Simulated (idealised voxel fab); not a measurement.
process module | voxel self aligned contacts
205 nm wide, 5 nm square cells: that's cross-section cut.
For the purposes of this document, a cross-section shall be understood as a grid of square cells, specified as bands listed in top-to-bottom order, each band consisting of one or more rows of cells. Each band's line starts with the height of the band's top and of its bottom, in nm. Then come its materials from left to right, each with its width in nm. One material with "everywhere" fills the band from edge to edge. "air" is empty space. Height datum 0, below which the as-received substrate wafer is one material. Lowest band open at the bottom, running downward: "0 and below". The two numbers in a width such as "30..40" mark its ends across the band: the first belongs to the top row of cells, the second to the bottom row, and from each row to the next the width moves by the same amount. "nothing changed" means the step left every cell of the cross-section as it was. "Closed void listing": empty spaces of 8 cells or more with no open way to the top, each given as width x height at distance, distance from the left edge, all in nm. On each step's line, the part that comes after the settings is the simulator's own comment on the step. "overlay nm" on a masked step: distance the mask lay right of its planned place, negative for left.
[Process steps - plan]
1,RECEIVE with material Si
2,OXIDIZE with depth nm 5
3,DIRECTIONAL_DEP with material polySi, thk nm 30
4,DIRECTIONAL_DEP with material SiN, thk nm 20
5,MASKED_ETCH with tone cover, mask id GATE, width nm 25, pitch nm 60, etch materials SiN, depth nm 20, overlay nm 0
6,MASKED_ETCH with tone cover, mask id GATE, width nm 25, pitch nm 60, etch materials polySi, depth nm 30, overlay nm 0
7,CONFORMAL_DEP with material SiN, thk nm 5
8,DIRECTIONAL_ETCH with etch materials SiN, depth nm 5
9,FILL_DEP with material SiO2, thk nm 20
10,CMP with height nm 60
11,PATTERN with tone open, mask id CONTACT, material resist, width nm 45, thk nm 20, overlay nm -15
12,DIRECTIONAL_ETCH with etch materials SiO2, depth nm 65
13,STRIP with etch materials resist
14,CONFORMAL_DEP with material TiN, thk nm 5
15,FILL_DEP with material W, thk nm 5
16,CMP with height nm 60
17,CONFORMAL_DEP with material SiN, thk nm 5
Keep in mind the plan's value for the overlay nm of step 11 comes from the first wafer; the wafers don't share that setting, but they do share the same starting point.
[First of several wafers, received after step 1, in cross-section]
  0 and below  Si everywhere
  Closed void listing: none
[Post step 17, the closing step of the module: first of several wafers, cross-sectioned]
  65 down to 60  SiN everywhere
  60 down to 50  SiO2 65 / TiN 5..30 / W 35..10 / TiN 5 / SiO2 95
  50 down to 30  SiO2 55 / SiN 35 / TiN 5 / W 10 / TiN 5 / SiO2 5 / SiN 35 / SiO2 55
  30 down to 0  SiO2 55 / SiN 5 / polySi 25 / SiN 5 / TiN 5 / W 10 / TiN 5 / SiO2 5 / SiN 5 / polySi 25 / SiN 5 / SiO2 55
  0 down to -5  SiO2 90 / TiN 20 / SiO2 95
  -5 and below  Si everywhere
  Closed void listing: none
[The last wafer as seen in cross-section at the end of the module]
  65 down to 60  SiN everywhere
  60 down to 50  SiO2 95 / TiN 5 / W 35..10 / TiN 5..30 / SiO2 65
  50 down to 30  SiO2 55 / SiN 35 / SiO2 5 / TiN 5 / W 10 / TiN 5 / SiN 35 / SiO2 55
  30 down to 0  SiO2 55 / SiN 5 / polySi 25 / SiN 5 / SiO2 5 / TiN 5 / W 10 / TiN 5 / SiN 5 / polySi 25 / SiN 5 / SiO2 55
  0 down to -5  SiO2 95 / TiN 20 / SiO2 90
  -5 and below  Si everywhere
  Closed void listing: none
[The following table contains a row per wafer, in which are reported, at the conclusion of the module, the cells of each material gained (+) or lost (-) since the wafer's receipt, with its closed voids given thereafter]
overlay nm -15; -41 Si; +121 SiN; +331 SiO2; +33 TiN; +29 W; +60 polySi; Closed void listing: none
overlay nm -10; -41 Si; +121 SiN; +320 SiO2; +33 TiN; +40 W; +60 polySi; Closed void listing: none
overlay nm -5; -41 Si; +121 SiN; +320 SiO2; +33 TiN; +40 W; +60 polySi; Closed void listing: none
overlay nm 0; -41 Si; +121 SiN; +320 SiO2; +33 TiN; +40 W; +60 polySi; Closed void listing: none
overlay nm 5; -41 Si; +121 SiN; +320 SiO2; +33 TiN; +40 W; +60 polySi; Closed void listing: none
overlay nm 10; -41 Si; +121 SiN; +320 SiO2; +33 TiN; +40 W; +60 polySi; Closed void listing: none
overlay nm 15; -41 Si; +121 SiN; +331 SiO2; +33 TiN; +29 W; +60 polySi; Closed void listing: none
